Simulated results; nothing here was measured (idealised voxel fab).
Herein follows the process module entitled voxel wiring stack.
The cross-section on display is named cut; it measures 155 nm wide, and its cells are 5 nm squares.
The cross-sections in this document take the form of a grid made of square cells. They are written out as bands, in order from top to bottom. Each band consists of one or more rows of cells. Top, bottom (nm), then materials left to right with widths (nm); lone material tagged "all across" fills the whole band edge to edge; "blank" = empty space. Counting heights begins at 0, where everything beneath is, in the wafer as received, one material. The lowest band has no bottom; it goes on downwards, as "top 0, no bottom" shows. Per-row width for "30..40": begins at first number (top row of band), ends at second number (bottom row), increment between rows held constant. A step reported as "no alteration" is a step in which no cell of the cross-section changed. Under "Sealed void listing" you'll find the enclosed gaps, the ones with no way out to the top, that are 8 cells or bigger; each reads width x height at distance, with distance counted from the left edge, everything in nm. Note: text after step settings on the step line = simulator remark on that step. "overlay nm" denotes, for a step that has a mask, the displacement of the mask to the right of its planned place, with negative values corresponding to the left.
# Set out below are the planned steps of the process
- 1: RECEIVE with material Si
- 2: CONFORMAL_DEP with material SiO2, thk nm 10
- 3: DIRECTIONAL_DEP with material TiN, thk nm 5
- 4: DIRECTIONAL_DEP with material Ru, thk nm 25
- 5: PATTERN with tone cover, mask id METAL_1, material resist, width nm 30, pitch nm 45, thk nm 20, overlay nm 0
- 6: DIRECTIONAL_ETCH with etch materials Ru, depth nm 25
- 7: DIRECTIONAL_ETCH with etch materials TiN, depth nm 5
- 8: STRIP with etch materials resist
- 9: CONFORMAL_DEP with material SiN, thk nm 5
- 10: FILL_DEP with material SiO2, thk nm 5
- 11: CMP with height nm 40
- 12: CONFORMAL_DEP with material SiCN, thk nm 5
- 13: DIRECTIONAL_DEP with material SiO2, thk nm 30
- 14: DIRECTIONAL_DEP with material aC, thk nm 10
- 15: PATTERN with tone open, mask id METAL_2_HOLES, material resist, width nm 15, pitch nm 45, thk nm 25, overlay nm 0
- 16: DIRECTIONAL_ETCH with etch materials aC, depth nm 10
- 17: STRIP with etch materials resist
- 18: DIRECTIONAL_ETCH with etch materials SiO2, depth nm 30
- 19: STRIP with etch materials aC
- 20: DIRECTIONAL_DEP with material aC, thk nm 15
- 21: PATTERN with tone open, mask id METAL_2, material resist, width nm 30, pitch nm 45, thk nm 35, overlay nm 0
- 22: DIRECTIONAL_ETCH with etch materials aC, depth nm 15
- 23: STRIP with etch materials resist
- 24: DIRECTIONAL_ETCH with etch materials SiO2, depth nm 15
- 25: DIRECTIONAL_ETCH with etch materials SiCN, depth nm 5
- 26: STRIP with etch materials aC
- 27: CONFORMAL_DEP with material TiN, thk nm 5
- 28: FILL_DEP with material Cu, thk nm 5
- 29: CMP with height nm 75
- 30: CONFORMAL_DEP with material SiCN, thk nm 5
- 31: DIRECTIONAL_DEP with material lowk, thk nm 10
- 32: DIRECTIONAL_DEP with material aC, thk nm 15
- 33: PATTERN with tone open, mask id PLUG_2, material resist, width nm 15, pitch nm 45, thk nm 30, overlay nm 0
- 34: DIRECTIONAL_ETCH with etch materials aC, depth nm 15
- 35: STRIP with etch materials resist
- 36: DIRECTIONAL_ETCH with etch materials lowk, depth nm 10
- 37: DIRECTIONAL_ETCH with etch materials SiCN, depth nm 5
- 38: STRIP with etch materials aC
- 39: CONFORMAL_DEP with material TiN, thk nm 5
- 40: FILL_DEP with material Cu, thk nm 5
- 41: CMP with height nm 90
- 42: DIRECTIONAL_DEP with material TiN, thk nm 5
- 43: DIRECTIONAL_DEP with material W, thk nm 20
- 44: DIRECTIONAL_DEP with material aC, thk nm 15
- 45: PATTERN with tone cover, mask id METAL_3, material resist, width nm 30, pitch nm 45, thk nm 30, overlay nm 0
- 46: DIRECTIONAL_ETCH with etch materials aC, depth nm 15
- 47: STRIP with etch materials resist
- 48: DIRECTIONAL_ETCH with etch materials W, depth nm 20
- 49: DIRECTIONAL_ETCH with etch materials TiN, depth nm 5
- 50: STRIP with etch materials aC
- 51: CONFORMAL_DEP with material SiN, thk nm 5
- 52: FILL_DEP with material lowk, thk nm 5
- 53: CMP with height nm 115
- 54: CONFORMAL_DEP with material SiN, thk nm 5
# The first of a set of two wafers, run to plan
# The cross-section here shows the wafer as received, i.e. in its state after step 1
    top 0, no bottom = Si all across
    Sealed void listing: none
# Wafer xsec, post step 2
    top 10, bottom 0 = SiO2 all across
    All layers under 0 are left as they were.
# Wafer xsec, post step 3
    top 15, bottom 10 = TiN all across
    All layers under 10 are left as they were.
# Wafer xsec, post step 4
    top 40, bottom 15 = Ru all across
    All layers under 15 are left as they were.
# Wafer xsec, post step 5
    top 60, bottom 40 = blank=15  resist=30  blank=15  resist=30  blank=15  resist=30  blank=20
    All layers under 40 are left as they were.
# Wafer xsec, post step 6
    top 60, bottom 40 = blank=15  resist=30  blank=15  resist=30  blank=15  resist=30  blank=20
    top 40, bottom 15 = blank=15  Ru=30  blank=15  Ru=30  blank=15  Ru=30  blank=20
    All layers under 15 are left as they were.
# Wafer xsec, post step 7
    top 60, bottom 40 = blank=15  resist=30  blank=15  resist=30  blank=15  resist=30  blank=20
    top 40, bottom 15 = blank=15  Ru=30  blank=15  Ru=30  blank=15  Ru=30  blank=20
    top 15, bottom 10 = blank=15  TiN=30  blank=15  TiN=30  blank=15  TiN=30  blank=20
    All layers under 10 are left as they were.
# Wafer xsec, post step 8
    top 40, bottom 15 = blank=15  Ru=30  blank=15  Ru=30  blank=15  Ru=30  blank=20
    All layers under 15 are left as they were.
# Wafer xsec, post step 9
    top 45, bottom 40 = blank=10  SiN=40  blank=5  SiN=40  blank=5  SiN=40  blank=15
    top 40, bottom 15 = blank=10  SiN=5  Ru=30  SiN=5  blank=5  SiN=5  Ru=30  SiN=5  blank=5  SiN=5  Ru=30  SiN=5  blank=15
    top 15, bottom 10 = SiN=15  TiN=30  SiN=15  TiN=30  SiN=15  TiN=30  SiN=20
    All layers under 10 are left as they were.
# Wafer xsec, post step 10
    top 50, bottom 45 = SiO2 all across
    top 45, bottom 40 = SiO2=10  SiN=40  SiO2=5  SiN=40  SiO2=5  SiN=40  SiO2=15
    top 40, bottom 15 = SiO2=10  SiN=5  Ru=30  SiN=5  SiO2=5  SiN=5  Ru=30  SiN=5  SiO2=5  SiN=5  Ru=30  SiN=5  SiO2=15
    All layers under 15 are left as they were.
# Wafer xsec, post step 11
    top 40, bottom 15 = SiO2=10  SiN=5  Ru=30  SiN=5  SiO2=5  SiN=5  Ru=30  SiN=5  SiO2=5  SiN=5  Ru=30  SiN=5  SiO2=15
    All layers under 15 are left as they were.
# Wafer xsec, post step 12
    top 45, bottom 40 = SiCN all across
    All layers under 40 are left as they were.
# Wafer xsec, post step 13
    top 75, bottom 45 = SiO2 all across
    All layers under 45 are left as they were.
# Wafer xsec, post step 14
    top 85, bottom 75 = aC all across
    All layers under 75 are left as they were.
# Wafer xsec, post step 15
    top 110, bottom 85 = resist=15  blank=15  resist=30  blank=15  resist=30  blank=15  resist=35
    All layers under 85 are left as they were.
# Wafer xsec, post step 16
    top 100, bottom 85 = resist=15  blank=15  resist=30  blank=15  resist=30  blank=15  resist=35
    top 85, bottom 75 = aC=15  blank=15  aC=30  blank=15  aC=30  blank=15  aC=35
    All layers under 75 are left as they were.
# Wafer xsec, post step 17
    top 85, bottom 75 = aC=15  blank=15  aC=30  blank=15  aC=30  blank=15  aC=35
    All layers under 75 are left as they were.
# Wafer xsec, post step 18
    top 85, bottom 75 = aC=15  blank=15  aC=30  blank=15  aC=30  blank=15  aC=35
    top 75, bottom 45 = SiO2=15  blank=15  SiO2=30  blank=15  SiO2=30  blank=15  SiO2=35
    All layers under 45 are left as they were.
# Wafer xsec, post step 19
    top 75, bottom 45 = SiO2=15  blank=15  SiO2=30  blank=15  SiO2=30  blank=15  SiO2=35
    All layers under 45 are left as they were.
# Wafer xsec, post step 20
    top 90, bottom 75 = aC=15  blank=15  aC=30  blank=15  aC=30  blank=15  aC=35
    top 75, bottom 60 = SiO2=15  blank=15  SiO2=30  blank=15  SiO2=30  blank=15  SiO2=35
    top 60, bottom 45 = SiO2=15  aC=15  SiO2=30  aC=15  SiO2=30  aC=15  SiO2=35
    All layers under 45 are left as they were.
# Wafer xsec, post step 21
    top 125, bottom 90 = resist=15  blank=30  resist=15  blank=30  resist=15  blank=30  resist=20
    All layers under 90 are left as they were.
# Wafer xsec, post step 22
    top 110, bottom 90 = resist=15  blank=30  resist=15  blank=30  resist=15  blank=30  resist=20
    top 90, bottom 75 = aC=15  blank=30  aC=15  blank=30  aC=15  blank=30  aC=20
    top 75, bottom 45 = SiO2=15  blank=15  SiO2=30  blank=15  SiO2=30  blank=15  SiO2=35
    All layers under 45 are left as they were.
# Wafer xsec, post step 23
    top 90, bottom 75 = aC=15  blank=30  aC=15  blank=30  aC=15  blank=30  aC=20
    All layers under 75 are left as they were.
# Wafer xsec, post step 24
    top 90, bottom 75 = aC=15  blank=30  aC=15  blank=30  aC=15  blank=30  aC=20
    top 75, bottom 60 = SiO2=15  blank=30  SiO2=15  blank=30  SiO2=15  blank=30  SiO2=20
    All layers under 60 are left as they were.
# Wafer xsec, post step 25
    top 90, bottom 75 = aC=15  blank=30  aC=15  blank=30  aC=15  blank=30  aC=20
    top 75, bottom 60 = SiO2=15  blank=30  SiO2=15  blank=30  SiO2=15  blank=30  SiO2=20
    top 60, bottom 45 = SiO2=15  blank=15  SiO2=30  blank=15  SiO2=30  blank=15  SiO2=35
    top 45, bottom 40 = SiCN=15  blank=15  SiCN=30  blank=15  SiCN=30  blank=15  SiCN=35
    All layers under 40 are left as they were.
# Wafer xsec, post step 26
    top 75, bottom 60 = SiO2=15  blank=30  SiO2=15  blank=30  SiO2=15  blank=30  SiO2=20
    All layers under 60 are left as they were.
# Wafer xsec, post step 27
    top 80, bottom 75 = TiN=20  blank=20  TiN=25  blank=20  TiN=25  blank=20  TiN=25
    top 75, bottom 65 = SiO2=15  TiN=5  blank=20  TiN=5  SiO2=15  TiN=5  blank=20  TiN=5  SiO2=15  TiN=5  blank=20  TiN=5  SiO2=20
    top 65, bottom 60 = SiO2=15  TiN=5  blank=5  TiN=20  SiO2=15  TiN=5  blank=5  TiN=20  SiO2=15  TiN=5  blank=5  TiN=20  SiO2=20
    top 60, bottom 45 = SiO2=15  TiN=5  blank=5  TiN=5  SiO2=30  TiN=5  blank=5  TiN=5  SiO2=30  TiN=5  blank=5  TiN=5  SiO2=35
    top 45, bottom 40 = SiCN=15  TiN=15  SiCN=30  TiN=15  SiCN=30  TiN=15  SiCN=35
    All layers under 40 are left as they were.
# Wafer xsec, post step 28
    top 85, bottom 80 = Cu all across
    top 80, bottom 75 = TiN=20  Cu=20  TiN=25  Cu=20  TiN=25  Cu=20  TiN=25
    top 75, bottom 65 = SiO2=15  TiN=5  Cu=20  TiN=5  SiO2=15  TiN=5  Cu=20  TiN=5  SiO2=15  TiN=5  Cu=20  TiN=5  SiO2=20
    top 65, bottom 60 = SiO2=15  TiN=5  Cu=5  TiN=20  SiO2=15  TiN=5  Cu=5  TiN=20  SiO2=15  TiN=5  Cu=5  TiN=20  SiO2=20
    top 60, bottom 45 = SiO2=15  TiN=5  Cu=5  TiN=5  SiO2=30  TiN=5  Cu=5  TiN=5  SiO2=30  TiN=5  Cu=5  TiN=5  SiO2=35
    All layers under 45 are left as they were.
# Wafer xsec, post step 29
    top 75, bottom 65 = SiO2=15  TiN=5  Cu=20  TiN=5  SiO2=15  TiN=5  Cu=20  TiN=5  SiO2=15  TiN=5  Cu=20  TiN=5  SiO2=20
    All layers under 65 are left as they were.
# Wafer xsec, post step 30
    top 80, bottom 75 = SiCN all across
    All layers under 75 are left as they were.
# Wafer xsec, post step 31
    top 90, bottom 80 = lowk all across
    All layers under 80 are left as they were.
# Wafer xsec, post step 32
    top 105, bottom 90 = aC all across
    All layers under 90 are left as they were.
# Wafer xsec, post step 33
    top 135, bottom 105 = resist=15  blank=15  resist=30  blank=15  resist=30  blank=15  resist=35
    All layers under 105 are left as they were.
# Wafer xsec, post step 34
    top 120, bottom 105 = resist=15  blank=15  resist=30  blank=15  resist=30  blank=15  resist=35
    top 105, bottom 90 = aC=15  blank=15  aC=30  blank=15  aC=30  blank=15  aC=35
    All layers under 90 are left as they were.
# Wafer xsec, post step 35
    top 105, bottom 90 = aC=15  blank=15  aC=30  blank=15  aC=30  blank=15  aC=35
    All layers under 90 are left as they were.
# Wafer xsec, post step 36
    top 105, bottom 90 = aC=15  blank=15  aC=30  blank=15  aC=30  blank=15  aC=35
    top 90, bottom 80 = lowk=15  blank=15  lowk=30  blank=15  lowk=30  blank=15  lowk=35
    All layers under 80 are left as they were.
# Wafer xsec, post step 37
    top 105, bottom 90 = aC=15  blank=15  aC=30  blank=15  aC=30  blank=15  aC=35
    top 90, bottom 80 = lowk=15  blank=15  lowk=30  blank=15  lowk=30  blank=15  lowk=35
    top 80, bottom 75 = SiCN=15  blank=15  SiCN=30  blank=15  SiCN=30  blank=15  SiCN=35
    All layers under 75 are left as they were.
# Wafer xsec, post step 38
    top 90, bottom 80 = lowk=15  blank=15  lowk=30  blank=15  lowk=30  blank=15  lowk=35
    All layers under 80 are left as they were.
# Wafer xsec, post step 39
    top 95, bottom 90 = TiN=20  blank=5  TiN=40  blank=5  TiN=40  blank=5  TiN=40
    top 90, bottom 80 = lowk=15  TiN=5  blank=5  TiN=5  lowk=30  TiN=5  blank=5  TiN=5  lowk=30  TiN=5  blank=5  TiN=5  lowk=35
    top 80, bottom 75 = SiCN=15  TiN=15  SiCN=30  TiN=15  SiCN=30  TiN=15  SiCN=35
    All layers under 75 are left as they were.
# Wafer xsec, post step 40
    top 100, bottom 95 = Cu all across
    top 95, bottom 90 = TiN=20  Cu=5  TiN=40  Cu=5  TiN=40  Cu=5  TiN=40
    top 90, bottom 80 = lowk=15  TiN=5  Cu=5  TiN=5  lowk=30  TiN=5  Cu=5  TiN=5  lowk=30  TiN=5  Cu=5  TiN=5  lowk=35
    All layers under 80 are left as they were.
# Wafer xsec, post step 41
    top 90, bottom 80 = lowk=15  TiN=5  Cu=5  TiN=5  lowk=30  TiN=5  Cu=5  TiN=5  lowk=30  TiN=5  Cu=5  TiN=5  lowk=35
    All layers under 80 are left as they were.
# Wafer xsec, post step 42
    top 95, bottom 90 = TiN all across
    All layers under 90 are left as they were.
# Wafer xsec, post step 43
    top 115, bottom 95 = W all across
    All layers under 95 are left as they were.
# Wafer xsec, post step 44
    top 130, bottom 115 = aC all across
    All layers under 115 are left as they were.
# Wafer xsec, post step 45
    top 160, bottom 130 = blank=15  resist=30  blank=15  resist=30  blank=15  resist=30  blank=20
    All layers under 130 are left as they were.
# Wafer xsec, post step 46
    top 145, bottom 130 = blank=15  resist=30  blank=15  resist=30  blank=15  resist=30  blank=20
    top 130, bottom 115 = blank=15  aC=30  blank=15  aC=30  blank=15  aC=30  blank=20
    All layers under 115 are left as they were.
# Wafer xsec, post step 47
    top 130, bottom 115 = blank=15  aC=30  blank=15  aC=30  blank=15  aC=30  blank=20
    All layers under 115 are left as they were.
# Wafer xsec, post step 48
    top 130, bottom 115 = blank=15  aC=30  blank=15  aC=30  blank=15  aC=30  blank=20
    top 115, bottom 95 = blank=15  W=30  blank=15  W=30  blank=15  W=30  blank=20
    All layers under 95 are left as they were.
# Wafer xsec, post step 49
    top 130, bottom 115 = blank=15  aC=30  blank=15  aC=30  blank=15  aC=30  blank=20
    top 115, bottom 95 = blank=15  W=30  blank=15  W=30  blank=15  W=30  blank=20
    top 95, bottom 90 = blank=15  TiN=30  blank=15  TiN=30  blank=15  TiN=30  blank=20
    All layers under 90 are left as they were.
# Wafer xsec, post step 50
    top 115, bottom 95 = blank=15  W=30  blank=15  W=30  blank=15  W=30  blank=20
    All layers under 95 are left as they were.
# Wafer xsec, post step 51
    top 120, bottom 115 = blank=10  SiN=40  blank=5  SiN=40  blank=5  SiN=40  blank=15
    top 115, bottom 95 = blank=10  SiN=5  W=30  SiN=5  blank=5  SiN=5  W=30  SiN=5  blank=5  SiN=5  W=30  SiN=5  blank=15
    top 95, bottom 90 = SiN=15  TiN=30  SiN=15  TiN=30  SiN=15  TiN=30  SiN=20
    All layers under 90 are left as they were.
# Wafer xsec, post step 52
    top 125, bottom 120 = lowk all across
    top 120, bottom 115 = lowk=10  SiN=40  lowk=5  SiN=40  lowk=5  SiN=40  lowk=15
    top 115, bottom 95 = lowk=10  SiN=5  W=30  SiN=5  lowk=5  SiN=5  W=30  SiN=5  lowk=5  SiN=5  W=30  SiN=5  lowk=15
    All layers under 95 are left as they were.
# Wafer xsec, post step 53
    top 115, bottom 95 = lowk=10  SiN=5  W=30  SiN=5  lowk=5  SiN=5  W=30  SiN=5  lowk=5  SiN=5  W=30  SiN=5  lowk=15
    All layers under 95 are left as they were.
# Wafer xsec, post step 54
    top 120, bottom 115 = SiN all across
    All layers under 115 are left as they were.
# Now the other wafer: same start, same recipe, but we messed up one thing when running it. Up to and including step 2 it's the same as the first one
# Second wafer at the planned finish of step 3, seen in cross-section
    top 35, bottom 10 = Ru all across
    All layers under 10 are left as they were.
# Second wafer at the planned finish of step 4, seen in cross-section
    top 40, bottom 35 = TiN all across
    All layers under 35 are left as they were.
# Second wafer at the planned finish of step 5, seen in cross-section
    top 60, bottom 40 = blank=15  resist=30  blank=15  resist=30  blank=15  resist=30  blank=20
    All layers under 40 are left as they were.
Second wafer at the planned finish of step 6, seen in cross-section: no alteration
# Second wafer at the planned finish of step 7, seen in cross-section
    top 60, bottom 40 = blank=15  resist=30  blank=15  resist=30  blank=15  resist=30  blank=20
    top 40, bottom 35 = blank=15  TiN=30  blank=15  TiN=30  blank=15  TiN=30  blank=20
    All layers under 35 are left as they were.
# Second wafer at the planned finish of step 8, seen in cross-section
    top 40, bottom 35 = blank=15  TiN=30  blank=15  TiN=30  blank=15  TiN=30  blank=20
    All layers under 35 are left as they were.
# Second wafer at the planned finish of step 9, seen in cross-section
    top 45, bottom 40 = blank=10  SiN=40  blank=5  SiN=40  blank=5  SiN=40  blank=15
    top 40, bottom 35 = SiN=15  TiN=30  SiN=15  TiN=30  SiN=15  TiN=30  SiN=20
    All layers under 35 are left as they were.
# Second wafer at the planned finish of step 10, seen in cross-section
    top 50, bottom 45 = SiO2 all across
    top 45, bottom 40 = SiO2=10  SiN=40  SiO2=5  SiN=40  SiO2=5  SiN=40  SiO2=15
    All layers under 40 are left as they were.
# Second wafer at the planned finish of step 11, seen in cross-section
    top 40, bottom 35 = SiN=15  TiN=30  SiN=15  TiN=30  SiN=15  TiN=30  SiN=20
    All layers under 35 are left as they were.
# Second wafer at the planned finish of step 12, seen in cross-section
    top 45, bottom 40 = SiCN all across
    All layers under 40 are left as they were.
# Second wafer at the planned finish of step 13, seen in cross-section
    top 75, bottom 45 = SiO2 all across
    All layers under 45 are left as they were.
# Second wafer at the planned finish of step 14, seen in cross-section
    top 85, bottom 75 = aC all across
    All layers under 75 are left as they were.
# Second wafer at the planned finish of step 15, seen in cross-section
    top 110, bottom 85 = resist=15  blank=15  resist=30  blank=15  resist=30  blank=15  resist=35
    All layers under 85 are left as they were.
# Second wafer at the planned finish of step 16, seen in cross-section
    top 100, bottom 85 = resist=15  blank=15  resist=30  blank=15  resist=30  blank=15  resist=35
    top 85, bottom 75 = aC=15  blank=15  aC=30  blank=15  aC=30  blank=15  aC=35
    All layers under 75 are left as they were.
# Second wafer at the planned finish of step 17, seen in cross-section
    top 85, bottom 75 = aC=15  blank=15  aC=30  blank=15  aC=30  blank=15  aC=35
    All layers under 75 are left as they were.
# Second wafer at the planned finish of step 18, seen in cross-section
    top 85, bottom 75 = aC=15  blank=15  aC=30  blank=15  aC=30  blank=15  aC=35
    top 75, bottom 45 = SiO2=15  blank=15  SiO2=30  blank=15  SiO2=30  blank=15  SiO2=35
    All layers under 45 are left as they were.
# Second wafer at the planned finish of step 19, seen in cross-section
    top 75, bottom 45 = SiO2=15  blank=15  SiO2=30  blank=15  SiO2=30  blank=15  SiO2=35
    All layers under 45 are left as they were.
# Second wafer at the planned finish of step 20, seen in cross-section
    top 90, bottom 75 = aC=15  blank=15  aC=30  blank=15  aC=30  blank=15  aC=35
    top 75, bottom 60 = SiO2=15  blank=15  SiO2=30  blank=15  SiO2=30  blank=15  SiO2=35
    top 60, bottom 45 = SiO2=15  aC=15  SiO2=30  aC=15  SiO2=30  aC=15  SiO2=35
    All layers under 45 are left as they were.
# Second wafer at the planned finish of step 21, seen in cross-section
    top 125, bottom 90 = resist=15  blank=30  resist=15  blank=30  resist=15  blank=30  resist=20
    All layers under 90 are left as they were.
# Second wafer at the planned finish of step 22, seen in cross-section
    top 110, bottom 90 = resist=15  blank=30  resist=15  blank=30  resist=15  blank=30  resist=20
    top 90, bottom 75 = aC=15  blank=30  aC=15  blank=30  aC=15  blank=30  aC=20
    top 75, bottom 45 = SiO2=15  blank=15  SiO2=30  blank=15  SiO2=30  blank=15  SiO2=35
    All layers under 45 are left as they were.
# Second wafer at the planned finish of step 23, seen in cross-section
    top 90, bottom 75 = aC=15  blank=30  aC=15  blank=30  aC=15  blank=30  aC=20
    All layers under 75 are left as they were.
# Second wafer at the planned finish of step 24, seen in cross-section
    top 90, bottom 75 = aC=15  blank=30  aC=15  blank=30  aC=15  blank=30  aC=20
    top 75, bottom 60 = SiO2=15  blank=30  SiO2=15  blank=30  SiO2=15  blank=30  SiO2=20
    All layers under 60 are left as they were.
# Second wafer at the planned finish of step 25, seen in cross-section
    top 90, bottom 75 = aC=15  blank=30  aC=15  blank=30  aC=15  blank=30  aC=20
    top 75, bottom 60 = SiO2=15  blank=30  SiO2=15  blank=30  SiO2=15  blank=30  SiO2=20
    top 60, bottom 45 = SiO2=15  blank=15  SiO2=30  blank=15  SiO2=30  blank=15  SiO2=35
    top 45, bottom 40 = SiCN=15  blank=15  SiCN=30  blank=15  SiCN=30  blank=15  SiCN=35
    All layers under 40 are left as they were.
# Second wafer at the planned finish of step 26, seen in cross-section
    top 75, bottom 60 = SiO2=15  blank=30  SiO2=15  blank=30  SiO2=15  blank=30  SiO2=20
    All layers under 60 are left as they were.
# Second wafer at the planned finish of step 27, seen in cross-section
    top 80, bottom 75 = TiN=20  blank=20  TiN=25  blank=20  TiN=25  blank=20  TiN=25
    top 75, bottom 65 = SiO2=15  TiN=5  blank=20  TiN=5  SiO2=15  TiN=5  blank=20  TiN=5  SiO2=15  TiN=5  blank=20  TiN=5  SiO2=20
    top 65, bottom 60 = SiO2=15  TiN=5  blank=5  TiN=20  SiO2=15  TiN=5  blank=5  TiN=20  SiO2=15  TiN=5  blank=5  TiN=20  SiO2=20
    top 60, bottom 45 = SiO2=15  TiN=5  blank=5  TiN=5  SiO2=30  TiN=5  blank=5  TiN=5  SiO2=30  TiN=5  blank=5  TiN=5  SiO2=35
    top 45, bottom 40 = SiCN=15  TiN=15  SiCN=30  TiN=15  SiCN=30  TiN=15  SiCN=35
    All layers under 40 are left as they were.
# Second wafer at the planned finish of step 28, seen in cross-section
    top 85, bottom 80 = Cu all across
    top 80, bottom 75 = TiN=20  Cu=20  TiN=25  Cu=20  TiN=25  Cu=20  TiN=25
    top 75, bottom 65 = SiO2=15  TiN=5  Cu=20  TiN=5  SiO2=15  TiN=5  Cu=20  TiN=5  SiO2=15  TiN=5  Cu=20  TiN=5  SiO2=20
    top 65, bottom 60 = SiO2=15  TiN=5  Cu=5  TiN=20  SiO2=15  TiN=5  Cu=5  TiN=20  SiO2=15  TiN=5  Cu=5  TiN=20  SiO2=20
    top 60, bottom 45 = SiO2=15  TiN=5  Cu=5  TiN=5  SiO2=30  TiN=5  Cu=5  TiN=5  SiO2=30  TiN=5  Cu=5  TiN=5  SiO2=35
    All layers under 45 are left as they were.
# Second wafer at the planned finish of step 29, seen in cross-section
    top 75, bottom 65 = SiO2=15  TiN=5  Cu=20  TiN=5  SiO2=15  TiN=5  Cu=20  TiN=5  SiO2=15  TiN=5  Cu=20  TiN=5  SiO2=20
    All layers under 65 are left as they were.
# Second wafer at the planned finish of step 30, seen in cross-section
    top 80, bottom 75 = SiCN all across
    All layers under 75 are left as they were.
# Second wafer at the planned finish of step 31, seen in cross-section
    top 90, bottom 80 = lowk all across
    All layers under 80 are left as they were.
# Second wafer at the planned finish of step 32, seen in cross-section
    top 105, bottom 90 = aC all across
    All layers under 90 are left as they were.
# Second wafer at the planned finish of step 33, seen in cross-section
    top 135, bottom 105 = resist=15  blank=15  resist=30  blank=15  resist=30  blank=15  resist=35
    All layers under 105 are left as they were.
# Second wafer at the planned finish of step 34, seen in cross-section
    top 120, bottom 105 = resist=15  blank=15  resist=30  blank=15  resist=30  blank=15  resist=35
    top 105, bottom 90 = aC=15  blank=15  aC=30  blank=15  aC=30  blank=15  aC=35
    All layers under 90 are left as they were.
# Second wafer at the planned finish of step 35, seen in cross-section
    top 105, bottom 90 = aC=15  blank=15  aC=30  blank=15  aC=30  blank=15  aC=35
    All layers under 90 are left as they were.
# Second wafer at the planned finish of step 36, seen in cross-section
    top 105, bottom 90 = aC=15  blank=15  aC=30  blank=15  aC=30  blank=15  aC=35
    top 90, bottom 80 = lowk=15  blank=15  lowk=30  blank=15  lowk=30  blank=15  lowk=35
    All layers under 80 are left as they were.
# Second wafer at the planned finish of step 37, seen in cross-section
    top 105, bottom 90 = aC=15  blank=15  aC=30  blank=15  aC=30  blank=15  aC=35
    top 90, bottom 80 = lowk=15  blank=15  lowk=30  blank=15  lowk=30  blank=15  lowk=35
    top 80, bottom 75 = SiCN=15  blank=15  SiCN=30  blank=15  SiCN=30  blank=15  SiCN=35
    All layers under 75 are left as they were.
# Second wafer at the planned finish of step 38, seen in cross-section
    top 90, bottom 80 = lowk=15  blank=15  lowk=30  blank=15  lowk=30  blank=15  lowk=35
    All layers under 80 are left as they were.
# Second wafer at the planned finish of step 39, seen in cross-section
    top 95, bottom 90 = TiN=20  blank=5  TiN=40  blank=5  TiN=40  blank=5  TiN=40
    top 90, bottom 80 = lowk=15  TiN=5  blank=5  TiN=5  lowk=30  TiN=5  blank=5  TiN=5  lowk=30  TiN=5  blank=5  TiN=5  lowk=35
    top 80, bottom 75 = SiCN=15  TiN=15  SiCN=30  TiN=15  SiCN=30  TiN=15  SiCN=35
    All layers under 75 are left as they were.
# Second wafer at the planned finish of step 40, seen in cross-section
    top 100, bottom 95 = Cu all across
    top 95, bottom 90 = TiN=20  Cu=5  TiN=40  Cu=5  TiN=40  Cu=5  TiN=40
    top 90, bottom 80 = lowk=15  TiN=5  Cu=5  TiN=5  lowk=30  TiN=5  Cu=5  TiN=5  lowk=30  TiN=5  Cu=5  TiN=5  lowk=35
    All layers under 80 are left as they were.
# Second wafer at the planned finish of step 41, seen in cross-section
    top 90, bottom 80 = lowk=15  TiN=5  Cu=5  TiN=5  lowk=30  TiN=5  Cu=5  TiN=5  lowk=30  TiN=5  Cu=5  TiN=5  lowk=35
    All layers under 80 are left as they were.
# Second wafer at the planned finish of step 42, seen in cross-section
    top 95, bottom 90 = TiN all across
    All layers under 90 are left as they were.
# Second wafer at the planned finish of step 43, seen in cross-section
    top 115, bottom 95 = W all across
    All layers under 95 are left as they were.
# Second wafer at the planned finish of step 44, seen in cross-section
    top 130, bottom 115 = aC all across
    All layers under 115 are left as they were.
# Second wafer at the planned finish of step 45, seen in cross-section
    top 160, bottom 130 = blank=15  resist=30  blank=15  resist=30  blank=15  resist=30  blank=20
    All layers under 130 are left as they were.
# Second wafer at the planned finish of step 46, seen in cross-section
    top 145, bottom 130 = blank=15  resist=30  blank=15  resist=30  blank=15  resist=30  blank=20
    top 130, bottom 115 = blank=15  aC=30  blank=15  aC=30  blank=15  aC=30  blank=20
    All layers under 115 are left as they were.
# Second wafer at the planned finish of step 47, seen in cross-section
    top 130, bottom 115 = blank=15  aC=30  blank=15  aC=30  blank=15  aC=30  blank=20
    All layers under 115 are left as they were.
# Second wafer at the planned finish of step 48, seen in cross-section
    top 130, bottom 115 = blank=15  aC=30  blank=15  aC=30  blank=15  aC=30  blank=20
    top 115, bottom 95 = blank=15  W=30  blank=15  W=30  blank=15  W=30  blank=20
    All layers under 95 are left as they were.
# Second wafer at the planned finish of step 49, seen in cross-section
    top 130, bottom 115 = blank=15  aC=30  blank=15  aC=30  blank=15  aC=30  blank=20
    top 115, bottom 95 = blank=15  W=30  blank=15  W=30  blank=15  W=30  blank=20
    top 95, bottom 90 = blank=15  TiN=30  blank=15  TiN=30  blank=15  TiN=30  blank=20
    All layers under 90 are left as they were.
# Second wafer at the planned finish of step 50, seen in cross-section
    top 115, bottom 95 = blank=15  W=30  blank=15  W=30  blank=15  W=30  blank=20
    All layers under 95 are left as they were.
# Second wafer at the planned finish of step 51, seen in cross-section
    top 120, bottom 115 = blank=10  SiN=40  blank=5  SiN=40  blank=5  SiN=40  blank=15
    top 115, bottom 95 = blank=10  SiN=5  W=30  SiN=5  blank=5  SiN=5  W=30  SiN=5  blank=5  SiN=5  W=30  SiN=5  blank=15
    top 95, bottom 90 = SiN=15  TiN=30  SiN=15  TiN=30  SiN=15  TiN=30  SiN=20
    All layers under 90 are left as they were.
# Second wafer at the planned finish of step 52, seen in cross-section
    top 125, bottom 120 = lowk all across
    top 120, bottom 115 = lowk=10  SiN=40  lowk=5  SiN=40  lowk=5  SiN=40  lowk=15
    top 115, bottom 95 = lowk=10  SiN=5  W=30  SiN=5  lowk=5  SiN=5  W=30  SiN=5  lowk=5  SiN=5  W=30  SiN=5  lowk=15
    All layers under 95 are left as they were.
# Second wafer at the planned finish of step 53, seen in cross-section
    top 115, bottom 95 = lowk=10  SiN=5  W=30  SiN=5  lowk=5  SiN=5  W=30  SiN=5  lowk=5  SiN=5  W=30  SiN=5  lowk=15
    All layers under 95 are left as they were.
# Second wafer at the planned finish of step 54, seen in cross-section
    top 120, bottom 115 = SiN all across
    All layers under 115 are left as they were.
What went wrong in running the wafer? a sequencing error occurred in which plan steps 3 and 4 were transposed
Final difference in cells, second wafer against first, listed per material as more or fewer: Ru +65 | SiN -30 | SiO2 -35
